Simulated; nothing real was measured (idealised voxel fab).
process module | voxel plated lines
cross-section cut | 170 nm wide | cells 5 nm
A cross-section is a grid of square cells, given in bands from the top down. A band is one or more rows of cells.
Each band's line starts with the height of the band's top and of its bottom, in nm. Then come its materials from left to right, each with its width in nm. One material with "throughout" fills the band from edge to edge. "air" is empty space.
Height 0 is the level under which the wafer as received is all one material. The lowest band goes on downwards, as in "0 down".
A width such as "30 to 40" changes by the same amount from each row of cells to the next, from the band's top row to its bottom row.
"no change" after a step means that no cell of the cross-section changed.
closed voids: empty space of 8 cells or more with no open way to the top, each as width x height at its distance from the left edge, in nm
after a step's settings: what the simulator itself notes on the step
overlay nm, on a step with a mask: how far to the right of its planned place the mask lay; to the left if negative
plan
1 op RECEIVE | material Si
2 op CONFORMAL_DEP | material SiN | thk nm 5
3 op DIRECTIONAL_DEP | material TiN | thk nm 5
4 op PATTERN | tone open | mask id LINES | material resist | width nm 25 | pitch nm 40 | thk nm 25 | overlay nm 0
5 op EPI | material Ru | thk nm 5
6 op EPI | material Ru | thk nm 5
7 op STRIP | etch materials resist
8 op DIRECTIONAL_ETCH | etch materials TiN | depth nm 5
9 op CONFORMAL_DEP | material SiO2 | thk nm 5
varied across the wafers: thk nm of step 2. The plan shows the first wafer's value. All wafers start alike
first wafer as received, after step 1
  0 down: Si throughout
  closed voids: none
each wafer at the end: cells of each material gained (+) or lost (-) since it was received, then its closed voids
thk nm 5 | +20 Ru | +34 SiN | +46 SiO2 | +10 TiN | closed voids: none
thk nm 10 | +20 Ru | +68 SiN | +46 SiO2 | +10 TiN | closed voids: none
thk nm 15 | +20 Ru | +102 SiN | +46 SiO2 | +10 TiN | closed voids: none
thk nm 20 | +20 Ru | +136 SiN | +46 SiO2 | +10 TiN | closed voids: none
